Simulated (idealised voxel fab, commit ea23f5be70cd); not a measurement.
You're looking at the process module voxel wiring stack.
We display cut, a cross-section 260 nm in width whose square cells are each 5 nm.
In what follows, cross-sections appear as grids of square cells, described through bands that run from the top down, where every band is one or more rows of cells.
This entry defines a band. It first specifies the height of the band's top and the height of its bottom in nm, and then specifies the band's materials from left to right, stating each material with its width in nm. The word "throughout" identifies a single material that fills the band from edge to edge, while the word "empty" identifies empty space.
All heights in this document are referenced to 0, defined as the level beneath which the wafer, as received, consists entirely of one material. The lowest band is not bounded below; it extends indefinitely downward and is written in the form "z 0 and below".
Quick explanation for "30->40": the width changes in equal steps down the rows of cells, from the first number in the band's top row to the second number in its bottom row.
Any step labelled "no modification" changed none of the cells in the cross-section.
Entry "Fully closed voids". Content: empty spaces with no open connection to the top, size 8 cells or greater. Each: width x height at distance. Distance: from left edge. Unit: nm.
Anything after a step's settings on that line? It's the simulator's own note about the step.
Each step line may optionally specify "overlay nm", which for a step with a mask gives the rightward distance between the mask's planned place and where it lay, a negative value indicating the leftward direction.
**Process steps foreseen in the plan**
1. RECEIVE (material Si)
2. CONFORMAL_DEP (material SiO2; thk nm 10)
3. CONFORMAL_DEP (material SiN; thk nm 5)
4. DIRECTIONAL_DEP (material lowk; thk nm 20)
5. PATTERN (tone open; mask id METAL_1; material resist; width nm 20; pitch nm 40; thk nm 15; overlay nm 0)
6. DIRECTIONAL_ETCH (etch materials lowk; depth nm 20)
7. DIRECTIONAL_ETCH (etch materials SiN; depth nm 5)
8. STRIP (etch materials resist)
9. CONFORMAL_DEP (material TiN; thk nm 5)
10. FILL_DEP (material Cu; thk nm 10)
11. CMP (height nm 35)
12. EPI (material Ru; thk nm 5)
13. FILL_DEP (material SiCN; thk nm 5)
14. DIRECTIONAL_DEP (material SiO2; thk nm 15)
15. MASKED_ETCH (tone open; mask id PLUG_1; width nm 15; pitch nm 40; etch materials SiO2; depth nm 15; overlay nm 0)
16. MASKED_ETCH (tone open; mask id PLUG_1; width nm 15; pitch nm 40; etch materials SiCN; depth nm 5; overlay nm 0)
17. EPI (material Ru; thk nm 10)
18. EPI (material Ru; thk nm 10)
19. CONFORMAL_DEP (material SiN; thk nm 5)
20. DIRECTIONAL_DEP (material SiO2; thk nm 25)
21. PATTERN (tone open; mask id METAL_2; material resist; width nm 20; pitch nm 40; thk nm 15; overlay nm 0)
22. DIRECTIONAL_ETCH (etch materials SiO2; depth nm 25)
23. DIRECTIONAL_ETCH (etch materials SiN; depth nm 5)
24. STRIP (etch materials resist)
25. CONFORMAL_DEP (material TiN; thk nm 5)
26. FILL_DEP (material W; thk nm 5)
27. CMP (height nm 90)
28. EPI (material Ru; thk nm 5)
29. FILL_DEP (material SiCN; thk nm 5)
30. DIRECTIONAL_DEP (material lowk; thk nm 35)
31. MASKED_ETCH (tone open; mask id METAL_3; width nm 20; pitch nm 40; etch materials lowk; depth nm 20; overlay nm 0)
32. DIRECTIONAL_DEP (material aC; thk nm 15)
33. PATTERN (tone open; mask id METAL_3_HOLES; material resist; width nm 15; pitch nm 80; thk nm 35; overlay nm 0)
34. DIRECTIONAL_ETCH (etch materials aC; depth nm 15)
35. STRIP (etch materials resist)
36. DIRECTIONAL_ETCH (etch materials lowk; depth nm 15)
37. DIRECTIONAL_ETCH (etch materials SiCN; depth nm 5)
38. STRIP (etch materials aC)
39. CONFORMAL_DEP (material TiN; thk nm 5)
40. FILL_DEP (material Ru; thk nm 10)
41. CMP (height nm 135)
42. CONFORMAL_DEP (material SiCN; thk nm 5)
**Step 1 complete: cross-section of the wafer as received**
- z 0 and below: Si throughout
- Fully closed voids: none
**Here's the cross-section of the first of our two wafers at the end of the module - it ran as planned**
- z 140 to 135: SiCN throughout
- z 135 to 120: lowk (60) / TiN (5) / Ru (10) / TiN (5) / lowk (20) / TiN (5) / Ru (10) / TiN (5) / lowk (20) / TiN (5) / Ru (10) / TiN (5) / lowk (20) / TiN (5) / Ru (10) / TiN (5) / lowk (60)
- z 120 to 115: lowk (60) / TiN (5) / Ru (5) / TiN (10) / lowk (20) / TiN (20) / lowk (20) / TiN (5) / Ru (5) / TiN (10) / lowk (20) / TiN (20) / lowk (60)
- z 115 to 100: lowk (60) / TiN (5) / Ru (5) / TiN (5) / lowk (65) / TiN (5) / Ru (5) / TiN (5) / lowk (105)
- z 100 to 95: SiCN (60) / TiN (15) / SiCN (65) / TiN (15) / SiCN (105)
- z 95 to 90: SiCN (55) / Ru (30) / SiCN (10) / Ru (30) / SiCN (10) / Ru (30) / SiCN (10) / Ru (30) / SiCN (55)
- z 90 to 65: SiO2 (60) / TiN (5) / W (10) / TiN (5) / SiO2 (20) / TiN (5) / W (10) / TiN (5) / SiO2 (20) / TiN (5) / W (10) / TiN (5) / SiO2 (20) / TiN (5) / W (10) / TiN (5) / SiO2 (60)
- z 65 to 60: SiN (60) / TiN (20) / SiN (20) / TiN (20) / SiN (20) / TiN (20) / SiN (20) / TiN (20) / SiN (60)
- z 60 to 45: SiO2 (60) / Ru (15) / SiO2 (25) / Ru (15) / SiO2 (25) / Ru (15) / SiO2 (25) / Ru (15) / SiO2 (65)
- z 45 to 35: SiCN (60->55) / Ru (15->30) / SiCN (25->10) / Ru (15->30) / SiCN (25->10) / Ru (15->30) / SiCN (25->10) / Ru (15->30) / SiCN (65->55)
- z 35 to 15: lowk (60) / TiN (5) / Cu (10) / TiN (5) / lowk (20) / TiN (5) / Cu (10) / TiN (5) / lowk (20) / TiN (5) / Cu (10) / TiN (5) / lowk (20) / TiN (5) / Cu (10) / TiN (5) / lowk (60)
- z 15 to 10: SiN (60) / TiN (20) / SiN (20) / TiN (20) / SiN (20) / TiN (20) / SiN (20) / TiN (20) / SiN (60)
- z 10 to 0: SiO2 throughout
- z 0 and below: Si throughout
- Fully closed voids: none
**Second of two wafers, module complete, sectioned: it shares the first wafer's start and plan but was run with one mistake**
- z 140 to 135: SiCN throughout
- z 135 to 120: lowk (60) / TiN (5) / Ru (10) / TiN (5) / lowk (20) / TiN (5) / Ru (10) / TiN (5) / lowk (20) / TiN (5) / Ru (10) / TiN (5) / lowk (20) / TiN (5) / Ru (10) / TiN (5) / lowk (60)
- z 120 to 115: lowk (60) / TiN (5) / Ru (5) / TiN (10) / lowk (20) / TiN (20) / lowk (20) / TiN (5) / Ru (5) / TiN (10) / lowk (20) / TiN (20) / lowk (60)
- z 115 to 100: lowk (60) / TiN (5) / Ru (5) / TiN (5) / lowk (65) / TiN (5) / Ru (5) / TiN (5) / lowk (105)
- z 100 to 95: SiCN (60) / TiN (15) / SiCN (65) / TiN (15) / SiCN (105)
- z 95 to 90: SiCN (55) / Ru (30) / SiCN (10) / Ru (30) / SiCN (10) / Ru (30) / SiCN (10) / Ru (30) / SiCN (55)
- z 90 to 80: SiO2 (60) / TiN (5) / W (10) / TiN (5) / SiO2 (20) / TiN (5) / W (10) / TiN (5) / SiO2 (20) / TiN (5) / W (10) / TiN (5) / SiO2 (20) / TiN (5) / W (10) / TiN (5) / SiO2 (60)
- z 80 to 75: SiN (60) / TiN (20) / SiN (20) / TiN (20) / SiN (20) / TiN (20) / SiN (20) / TiN (20) / SiN (60)
- z 75 to 60: SiO2 (60) / Ru (15) / SiO2 (25) / Ru (15) / SiO2 (25) / Ru (15) / SiO2 (25) / Ru (15) / SiO2 (65)
- z 60 to 55: SiCN (60) / Ru (15) / SiCN (25) / Ru (15) / SiCN (25) / Ru (15) / SiCN (25) / Ru (15) / SiCN (65)
- z 55 to 50: Ru throughout
- z 50 to 40: Cu throughout
- z 40 to 35: TiN (65) / Cu (10) / TiN (30) / Cu (10) / TiN (30) / Cu (10) / TiN (30) / Cu (10) / TiN (65)
- z 35 to 15: lowk (60) / TiN (5) / Cu (10) / TiN (5) / lowk (20) / TiN (5) / Cu (10) / TiN (5) / lowk (20) / TiN (5) / Cu (10) / TiN (5) / lowk (20) / TiN (5) / Cu (10) / TiN (5) / lowk (60)
- z 15 to 10: SiN (60) / TiN (20) / SiN (20) / TiN (20) / SiN (20) / TiN (20) / SiN (20) / TiN (20) / SiN (60)
- z 10 to 0: SiO2 throughout
- z 0 and below: Si throughout
- Fully closed voids: none
So what did we get wrong on this run? plan step 11: skipped, not run
FYI, end of process, the second wafer has more or fewer cells of some materials than the first: +112 Cu; +28 Ru; -28 SiCN; -108 SiO2; +20 TiN; -24 W
